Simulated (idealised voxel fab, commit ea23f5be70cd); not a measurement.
Title: Process Module voxel gate over fins
cross-section cut | 210 nm wide | cells 5 nm
Throughout this document, each cross-section is represented as a grid of square cells and is presented as a sequence of bands enumerated from the top downward, where a band comprises one or more rows of cells.
This entry defines a band. It first specifies the height of the band's top and the height of its bottom in nm, and then specifies the band's materials from left to right, stating each material with its width in nm. The word "throughout" identifies a single material that fills the band from edge to edge, while the word "blank" identifies empty space.
The reference from which all heights are counted is 0, the level beneath which the as-received wafer is entirely one material; the lowest band, having no lower bound, proceeds downward and is written after the example "0 nm and below".
A width given as "30->40" starts at the first number in the band's top row and ends at the second number in its bottom row, shifting by an equal amount at every step from row to row.
Step marked "identical to before"? Then no cell in the cross-section changed in it.
Empty spaces without an open route to the top, at least 8 cells in extent, make up the entry "Enclosed internal cavities"; each is given as width x height at distance, where the distance is measured from the left edge, and all are in nm.
On a step's line, text after the settings is the simulator commenting on that step.
When a step includes a mask, the "overlay nm" setting on its line states how far to the right of its planned place that mask lay, and negative values state how far to the left.

# Here's what the planned process steps look like
1 RECEIVE [material Si]
2 CONFORMAL_DEP [material SiN] [thk nm 10]
3 DIRECTIONAL_DEP [material aC] [thk nm 10]
4 PATTERN [tone cover] [mask id FINS] [material resist] [width nm 15] [pitch nm 55] [thk nm 30] [overlay nm 0]
5 DIRECTIONAL_ETCH [etch materials aC] [depth nm 10]
6 STRIP [etch materials resist]
7 DIRECTIONAL_ETCH [etch materials SiN] [depth nm 5]
8 DIRECTIONAL_ETCH [etch materials Si] [depth nm 35]
9 STRIP [etch materials aC]
10 FILL_DEP [material SiO2] [thk nm 15]
11 CMP [height nm 10]
12 DIRECTIONAL_DEP [material aC] [thk nm 10]
13 PATTERN [tone open] [mask id RAIL] [material resist] [width nm 15] [thk nm 25] [overlay nm 0]
14 DIRECTIONAL_ETCH [etch materials aC] [depth nm 10]
15 STRIP [etch materials resist]
16 DIRECTIONAL_ETCH [etch materials SiO2] [depth nm 40]
17 STRIP [etch materials aC]
18 CONFORMAL_DEP [material TiN] [thk nm 5]
19 FILL_DEP [material W] [thk nm 10]
20 CMP [height nm 10]
21 SELECTIVE_ETCH [etch materials W Ru TiN] [depth nm 30]
22 FILL_DEP [material SiO2] [thk nm 5]
23 CMP [height nm 10]
24 SELECTIVE_ETCH [etch materials SiO2] [depth nm 20]
25 STRIP [etch materials SiN]
26 CONFORMAL_DEP [material HfO2] [thk nm 5]
27 CONFORMAL_DEP [material TiN] [thk nm 5]
28 CONFORMAL_DEP [material TiAl] [thk nm 5]
29 CONFORMAL_DEP [material TiN] [thk nm 5]
30 FILL_DEP [material W] [thk nm 15]
31 CMP [height nm 30]
32 CONFORMAL_DEP [material SiCN] [thk nm 10]
Quick note for whoever runs this: the wafers start identical, but the depth nm at step 7 isn't the same across them. The plan just shows what the first wafer had.

# As received, i.e. after step 1: cross-section through the first of several wafers
  0 nm and below = Si throughout
  Enclosed internal cavities: none

# Per wafer (row), end of module: delta in cells per material since receipt, (+) for gained, (-) for lost; closed voids after that
depth nm 5; +42 HfO2; +84 SiCN; +42 TiAl; +84 TiN; +84 W; Enclosed internal cavities: none
depth nm 10; +54 HfO2; -231 Si; +84 SiCN; +159 SiO2; +54 TiAl; +113 TiN; +103 W; Enclosed internal cavities: none
depth nm 15; +54 HfO2; -231 Si; +84 SiCN; +159 SiO2; +54 TiAl; +113 TiN; +103 W; Enclosed internal cavities: none
depth nm 20; +54 HfO2; -231 Si; +84 SiCN; +159 SiO2; +54 TiAl; +113 TiN; +103 W; Enclosed internal cavities: none
depth nm 25; +54 HfO2; -231 Si; +84 SiCN; +159 SiO2; +54 TiAl; +113 TiN; +103 W; Enclosed internal cavities: none
